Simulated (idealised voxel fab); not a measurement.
The following is a process module called voxel released beams.
Square cells of 5 nm make up the cross-section cut, whose width is 260 nm.
A cross-section in this document is a grid of square cells, and it is written down as bands, the top band listed before the ones below it; a band is made up of one or more rows of cells.
Basically the band line says how high the top is and how high the bottom is, in nm, and then what's in it from left to right, every material with its width in nm. Empty space shows up as "empty", and if a single material carries "throughout" it runs the full band edge to edge.
Heights from 0 (as-received wafer is one material below). Bottom band endless downward, as "0 -> down".
So if you see something like "30..40" for the width, read it as the top row of the band sitting at the first number and the bottom row at the second, with every row in between moving by the same amount as the last.
"no change occurred" means the step left every cell of the cross-section as it was.
"Trapped cavities" means: voids of 8 cells or more that are shut off from the top with no open way through. Written width x height at distance, distance from the left edge, in nm.
Past the settings on a step's line: simulator remark, on that step.
The setting "overlay nm" may be written on the line of a step. When the step uses a mask, the value reports how far to the right of the planned place the mask lay, and a negative value reports that it lay to the left.
[List of planned process steps]
1 RECEIVE: material Si
2 CONFORMAL_DEP: material Al2O3, thk nm 5
3 DIRECTIONAL_DEP: material SiO2, thk nm 10
4 PATTERN: tone open, mask id ANCHOR, material resist, width nm 35, thk nm 20, overlay nm 0
5 DIRECTIONAL_ETCH: etch materials SiO2, depth nm 10
6 STRIP: etch materials resist
7 CONFORMAL_DEP: material SiN, thk nm 10
8 DIRECTIONAL_DEP: material aC, thk nm 15
9 PATTERN: tone cover, mask id BEAM, material resist, width nm 90, thk nm 35, overlay nm 0
10 DIRECTIONAL_ETCH: etch materials aC, depth nm 15
11 STRIP: etch materials resist
12 DIRECTIONAL_ETCH: etch materials SiN, depth nm 10
13 STRIP: etch materials aC
14 STRIP: etch materials SiO2
[The first of a set of two wafers, run to plan]
[Step 1 complete: cross-section of the wafer as received]
	0 -> down: Si throughout
	Trapped cavities: none
[State of the wafer after step 2, shown in cross-section]
	5 -> 0: Al2O3 throughout
	below 0: unchanged
[State of the wafer after step 3, shown in cross-section]
	15 -> 5: SiO2 throughout
	below 5: unchanged
[State of the wafer after step 4, shown in cross-section]
	35 -> 15: resist 85 / empty 35 / resist 140
	below 15: unchanged
[State of the wafer after step 5, shown in cross-section]
	35 -> 15: resist 85 / empty 35 / resist 140
	15 -> 5: SiO2 85 / empty 35 / SiO2 140
	below 5: unchanged
[State of the wafer after step 6, shown in cross-section]
	15 -> 5: SiO2 85 / empty 35 / SiO2 140
	below 5: unchanged
[State of the wafer after step 7, shown in cross-section]
	25 -> 15: SiN 95 / empty 15 / SiN 150
	15 -> 5: SiO2 85 / SiN 35 / SiO2 140
	below 5: unchanged
[State of the wafer after step 8, shown in cross-section]
	40 -> 30: aC 95 / empty 15 / aC 150
	30 -> 25: aC throughout
	25 -> 15: SiN 95 / aC 15 / SiN 150
	below 15: unchanged
[State of the wafer after step 9, shown in cross-section]
	75 -> 40: empty 80 / resist 90 / empty 90
	40 -> 30: aC 95 / resist 15 / aC 150
	below 30: unchanged
[State of the wafer after step 10, shown in cross-section]
	60 -> 40: empty 80 / resist 90 / empty 90
	40 -> 30: empty 80 / aC 15 / resist 15 / aC 60 / empty 90
	30 -> 25: empty 80 / aC 90 / empty 90
	below 25: unchanged
[State of the wafer after step 11, shown in cross-section]
	40 -> 30: empty 80 / aC 15 / empty 15 / aC 60 / empty 90
	below 30: unchanged
[State of the wafer after step 12, shown in cross-section]
	40 -> 30: empty 80 / aC 15 / empty 15 / aC 60 / empty 90
	30 -> 25: empty 80 / aC 90 / empty 90
	25 -> 15: empty 80 / SiN 15 / aC 15 / SiN 60 / empty 90
	below 15: unchanged
[State of the wafer after step 13, shown in cross-section]
	25 -> 15: empty 80 / SiN 15 / empty 15 / SiN 60 / empty 90
	below 15: unchanged
[State of the wafer after step 14, shown in cross-section]
	25 -> 15: empty 80 / SiN 15 / empty 15 / SiN 60 / empty 90
	15 -> 5: empty 85 / SiN 35 / empty 140
	below 5: unchanged
[Here the second wafer is described. Its start and its plan were those of the first wafer. Its run contained one mistake. Up to and including step 1, it did exactly what the first wafer did]
[X-section, second wafer, when step 2 was due to finish]
	5 -> 0: aC throughout
	below 0: unchanged
[X-section, second wafer, when step 3 was due to finish]
	15 -> 5: SiO2 throughout
	below 5: unchanged
[X-section, second wafer, when step 4 was due to finish]
	35 -> 15: resist 85 / empty 35 / resist 140
	below 15: unchanged
[X-section, second wafer, when step 5 was due to finish]
	35 -> 15: resist 85 / empty 35 / resist 140
	15 -> 5: SiO2 85 / empty 35 / SiO2 140
	below 5: unchanged
[X-section, second wafer, when step 6 was due to finish]
	15 -> 5: SiO2 85 / empty 35 / SiO2 140
	below 5: unchanged
[X-section, second wafer, when step 7 was due to finish]
	25 -> 15: SiN 95 / empty 15 / SiN 150
	15 -> 5: SiO2 85 / SiN 35 / SiO2 140
	below 5: unchanged
[X-section, second wafer, when step 8 was due to finish]
	40 -> 30: aC 95 / empty 15 / aC 150
	30 -> 25: aC throughout
	25 -> 15: SiN 95 / aC 15 / SiN 150
	below 15: unchanged
[X-section, second wafer, when step 9 was due to finish]
	75 -> 40: empty 80 / resist 90 / empty 90
	40 -> 30: aC 95 / resist 15 / aC 150
	below 30: unchanged
[X-section, second wafer, when step 10 was due to finish]
	60 -> 40: empty 80 / resist 90 / empty 90
	40 -> 30: empty 80 / aC 15 / resist 15 / aC 60 / empty 90
	30 -> 25: empty 80 / aC 90 / empty 90
	below 25: unchanged
[X-section, second wafer, when step 11 was due to finish]
	40 -> 30: empty 80 / aC 15 / empty 15 / aC 60 / empty 90
	below 30: unchanged
[X-section, second wafer, when step 12 was due to finish]
	40 -> 30: empty 80 / aC 15 / empty 15 / aC 60 / empty 90
	30 -> 25: empty 80 / aC 90 / empty 90
	25 -> 15: empty 80 / SiN 15 / aC 15 / SiN 60 / empty 90
	below 15: unchanged
[X-section, second wafer, when step 13 was due to finish]
	25 -> 15: empty 80 / SiN 15 / empty 15 / SiN 60 / empty 90
	below 15: unchanged
[X-section, second wafer, when step 14 was due to finish]
	25 -> 15: empty 80 / SiN 15 / empty 15 / SiN 60 / empty 90
	15 -> 5: empty 85 / SiN 35 / empty 140
	below 5: unchanged
Heads up, the wafer didn't run the way we planned it: not per plan at step 2, really ran CONFORMAL_DEP: material aC, thk nm 5
The second wafer ends with more or fewer cells of some materials than the first, per final count: Al2O3 -52; aC +52
